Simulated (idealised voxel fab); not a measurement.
process module | voxel transistor to metal
cross-section cut | 170 nm wide | cells 5 nm
A cross-section is a grid of square cells, given in bands from the top down. A band is one or more rows of cells.
Each band's line starts with the height of the band's top and of its bottom, in nm. Then come its materials from left to right, each with its width in nm. One material with "throughout" fills the band from edge to edge. "air" is empty space.
Height 0 is the level under which the wafer as received is all one material. The lowest band goes on downwards, as in "0 down".
A width such as "30 to 40" changes by the same amount from each row of cells to the next, from the band's top row to its bottom row.
"no change" after a step means that no cell of the cross-section changed.
closed voids: empty space of 8 cells or more with no open way to the top, each as width x height at its distance from the left edge, in nm
after a step's settings: what the simulator itself notes on the step
overlay nm, on a step with a mask: how far to the right of its planned place the mask lay; to the left if negative
plan
1 op RECEIVE | material Si
2 op OXIDIZE | depth nm 5
3 op CONFORMAL_DEP | material SiN | thk nm 10
4 op MASKED_ETCH | tone cover | mask id ACTIVE | width nm 110 | etch materials SiN | depth nm 10 | overlay nm 0
5 op MASKED_ETCH | tone cover | mask id ACTIVE | width nm 110 | etch materials SiO2 | depth nm 5 | overlay nm 0
6 op MASKED_ETCH | tone cover | mask id ACTIVE | width nm 110 | etch materials Si | depth nm 20 | overlay nm 0
7 op OXIDIZE | depth nm 5
8 op FILL_DEP | material SiO2 | thk nm 15
9 op CMP | height nm 10
10 op SELECTIVE_ETCH | etch materials SiO2 | depth nm 10
11 op STRIP | etch materials SiN
12 op SELECTIVE_ETCH | etch materials SiO2 | depth nm 5
13 op OXIDIZE | depth nm 5
14 op DIRECTIONAL_DEP | material polySi | thk nm 20
15 op DIRECTIONAL_DEP | material SiCN | thk nm 10
16 op DIRECTIONAL_DEP | material aC | thk nm 15
17 op PATTERN | tone cover | mask id GATE | material resist | width nm 30 | thk nm 35 | overlay nm 0
18 op DIRECTIONAL_ETCH | etch materials aC | depth nm 15
19 op STRIP | etch materials resist
20 op DIRECTIONAL_ETCH | etch materials SiCN | depth nm 20
21 op DIRECTIONAL_ETCH | etch materials polySi | depth nm 30
22 op STRIP | etch materials aC
23 op CONFORMAL_DEP | material SiO2 | thk nm 5
24 op DIRECTIONAL_ETCH | etch materials SiO2 | depth nm 5
25 op CONFORMAL_DEP | material SiN | thk nm 5
26 op DIRECTIONAL_ETCH | etch materials SiN | depth nm 5
27 op DIRECTIONAL_ETCH | etch materials SiO2 | depth nm 5
28 op DIRECTIONAL_ETCH | etch materials Si | depth nm 10
29 op EPI | material SiGe | thk nm 15
30 op FILL_DEP | material SiO2 | thk nm 10
31 op CMP | height nm 15
32 op STRIP | etch materials polySi
33 op SELECTIVE_ETCH | etch materials SiO2 | depth nm 5
34 op CONFORMAL_DEP | material HfO2 | thk nm 5
35 op CONFORMAL_DEP | material TiN | thk nm 5
36 op FILL_DEP | material W | thk nm 5
37 op CMP | height nm 10
38 op DIRECTIONAL_DEP | material SiO2 | thk nm 10
39 op MASKED_ETCH | tone open | mask id CONTACT | width nm 20 | pitch nm 80 | etch materials SiO2 | depth nm 25 | overlay nm 0
40 op CONFORMAL_DEP | material TiN | thk nm 5
41 op FILL_DEP | material W | thk nm 10
42 op CMP | height nm 20
43 op DIRECTIONAL_DEP | material TiN | thk nm 5
44 op DIRECTIONAL_DEP | material W | thk nm 20
45 op PATTERN | tone cover | mask id METAL_1 | material resist | width nm 20 | pitch nm 80 | thk nm 20 | overlay nm 0
46 op DIRECTIONAL_ETCH | etch materials W | depth nm 20
47 op DIRECTIONAL_ETCH | etch materials TiN | depth nm 5
48 op STRIP | etch materials resist
49 op CONFORMAL_DEP | material SiN | thk nm 5
50 op FILL_DEP | material lowk | thk nm 10
51 op CMP | height nm 45
52 op CONFORMAL_DEP | material SiN | thk nm 5
as received, after step 1
  0 down: Si throughout
  closed voids: none
a wafer at the end: this start, this plan, one mistake
  50 to 45: SiN throughout
  45 to 25: lowk 30 | SiN 5 | W 20 | SiN 5 | lowk 50 | SiN 5 | W 20 | SiN 5 | lowk 30
  25 to 20: SiN 35 | TiN 20 | SiN 60 | TiN 20 | SiN 35
  20 to 15: SiO2 35 | TiN 5 | W 10 | TiN 5 | SiO2 60 | TiN 5 | W 10 | TiN 5 | SiO2 35
  15 to 10: SiO2 35 | TiN 20 | SiO2 60 | TiN 20 | SiO2 35
  10 to 0: SiCN throughout
  0 to -5: SiO2 throughout
  -5 down: Si throughout
  closed voids: none
what went wrong: step 3 ran as: op CONFORMAL_DEP | material SiCN | thk nm 10
